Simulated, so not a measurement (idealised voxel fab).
This section sets out a process module, namely voxel spacer lines.
We display cut, a cross-section 250 nm in width whose square cells are each 5 nm.
When this document writes out a cross-section, it uses a grid of square cells and lists it as bands, beginning at the top and moving down, with a band standing for one or more rows of cells. Per band: top height and bottom height in nm, followed by the left-to-right materials and their widths in nm; "edge to edge" marks a single material spanning edge to edge, "empty" marks empty space. Heights are expressed relative to 0, this being the level below which the as-received wafer comprises one material exclusively. The lowest band is unbounded in the downward direction and is denoted as in "0 down". Note: "30..40" means the width goes from the first number (top row of the band) to the second number (bottom row) in equal steps per row of cells. Step marked "everything unchanged"? Then no cell in the cross-section changed in it. Enclosed voids (no open way to top), threshold 8 cells or more, entry "Listed closed voids", notation width x height at distance, distance from left edge, nm. On a step's line, text after the settings is the simulator commenting on that step. overlay nm: on a step with a mask, how far right of its planned place the mask lay; negative means left.
Set out below are the planned steps of the process:
1. RECEIVE: material Si
2. CONFORMAL_DEP: material Al2O3, thk nm 5
3. DIRECTIONAL_DEP: material W, thk nm 10
4. DIRECTIONAL_DEP: material polySi, thk nm 20
5. PATTERN: tone cover, mask id MANDREL, material resist, width nm 20, pitch nm 60, thk nm 25, overlay nm 0
6. DIRECTIONAL_ETCH: etch materials polySi, depth nm 20
7. STRIP: etch materials resist
8. CONFORMAL_DEP: material SiO2, thk nm 10
9. DIRECTIONAL_ETCH: etch materials SiO2, depth nm 10
10. STRIP: etch materials polySi
11. DIRECTIONAL_ETCH: etch materials W, depth nm 10
12. STRIP: etch materials SiO2
First of two wafers, processed according to plan:
Cross-section: wafer on arrival = after step 1:
0 down = Si edge to edge
Listed closed voids: none
The wafer in cross-section once step 2 is complete:
5 to 0 = Al2O3 edge to edge
Note: structure below 0 unchanged.
The wafer in cross-section once step 3 is complete:
15 to 5 = W edge to edge
Note: structure below 5 unchanged.
The wafer in cross-section once step 4 is complete:
35 to 15 = polySi edge to edge
Note: structure below 15 unchanged.
The wafer in cross-section once step 5 is complete:
60 to 35 = empty (85)  resist (20)  empty (40)  resist (20)  empty (85)
Note: structure below 35 unchanged.
The wafer in cross-section once step 6 is complete:
60 to 35 = empty (85)  resist (20)  empty (40)  resist (20)  empty (85)
35 to 15 = empty (85)  polySi (20)  empty (40)  polySi (20)  empty (85)
Note: structure below 15 unchanged.
The wafer in cross-section once step 7 is complete:
35 to 15 = empty (85)  polySi (20)  empty (40)  polySi (20)  empty (85)
Note: structure below 15 unchanged.
The wafer in cross-section once step 8 is complete:
45 to 35 = empty (75)  SiO2 (40)  empty (20)  SiO2 (40)  empty (75)
35 to 25 = empty (75)  SiO2 (10)  polySi (20)  SiO2 (10)  empty (20)  SiO2 (10)  polySi (20)  SiO2 (10)  empty (75)
25 to 15 = SiO2 (85)  polySi (20)  SiO2 (40)  polySi (20)  SiO2 (85)
Note: structure below 15 unchanged.
The wafer in cross-section once step 9 is complete:
35 to 15 = empty (75)  SiO2 (10)  polySi (20)  SiO2 (10)  empty (20)  SiO2 (10)  polySi (20)  SiO2 (10)  empty (75)
Note: structure below 15 unchanged.
The wafer in cross-section once step 10 is complete:
35 to 15 = empty (75)  SiO2 (10)  empty (20)  SiO2 (10)  empty (20)  SiO2 (10)  empty (20)  SiO2 (10)  empty (75)
Note: structure below 15 unchanged.
The wafer in cross-section once step 11 is complete:
35 to 15 = empty (75)  SiO2 (10)  empty (20)  SiO2 (10)  empty (20)  SiO2 (10)  empty (20)  SiO2 (10)  empty (75)
15 to 5 = empty (75)  W (10)  empty (20)  W (10)  empty (20)  W (10)  empty (20)  W (10)  empty (75)
Note: structure below 5 unchanged.
The wafer in cross-section once step 12 is complete:
15 to 5 = empty (75)  W (10)  empty (20)  W (10)  empty (20)  W (10)  empty (20)  W (10)  empty (75)
Note: structure below 5 unchanged.
Wafer two: like wafer one in start and plan, but with one mistake in execution; identical up to and including step 4:
Cross-sectional view of the second wafer at the intended end time of process step 5:
60 to 35 = empty (90)  resist (15)  empty (45)  resist (15)  empty (85)
Note: structure below 35 unchanged.
Cross-sectional view of the second wafer at the intended end time of process step 6:
60 to 35 = empty (90)  resist (15)  empty (45)  resist (15)  empty (85)
35 to 15 = empty (90)  polySi (15)  empty (45)  polySi (15)  empty (85)
Note: structure below 15 unchanged.
Cross-sectional view of the second wafer at the intended end time of process step 7:
35 to 15 = empty (90)  polySi (15)  empty (45)  polySi (15)  empty (85)
Note: structure below 15 unchanged.
Cross-sectional view of the second wafer at the intended end time of process step 8:
45 to 35 = empty (80)  SiO2 (35)  empty (25)  SiO2 (35)  empty (75)
35 to 25 = empty (80)  SiO2 (10)  polySi (15)  SiO2 (10)  empty (25)  SiO2 (10)  polySi (15)  SiO2 (10)  empty (75)
25 to 15 = SiO2 (90)  polySi (15)  SiO2 (45)  polySi (15)  SiO2 (85)
Note: structure below 15 unchanged.
Cross-sectional view of the second wafer at the intended end time of process step 9:
35 to 15 = empty (80)  SiO2 (10)  polySi (15)  SiO2 (10)  empty (25)  SiO2 (10)  polySi (15)  SiO2 (10)  empty (75)
Note: structure below 15 unchanged.
Cross-sectional view of the second wafer at the intended end time of process step 10:
35 to 15 = empty (80)  SiO2 (10)  empty (15)  SiO2 (10)  empty (25)  SiO2 (10)  empty (15)  SiO2 (10)  empty (75)
Note: structure below 15 unchanged.
Cross-sectional view of the second wafer at the intended end time of process step 11:
35 to 15 = empty (80)  SiO2 (10)  empty (15)  SiO2 (10)  empty (25)  SiO2 (10)  empty (15)  SiO2 (10)  empty (75)
15 to 5 = empty (80)  W (10)  empty (15)  W (10)  empty (25)  W (10)  empty (15)  W (10)  empty (75)
Note: structure below 5 unchanged.
Cross-sectional view of the second wafer at the intended end time of process step 12:
15 to 5 = empty (80)  W (10)  empty (15)  W (10)  empty (25)  W (10)  empty (15)  W (10)  empty (75)
Note: structure below 5 unchanged.
Want to know what went wrong? step 5 did not happen as planned, as run it was PATTERN: tone cover, mask id MANDREL, material resist, width nm 15, pitch nm 60, thk nm 25, overlay nm 0
If you tally the cells, the second wafer ends up with the same amount of every material as the first; it's all just sitting in different places.
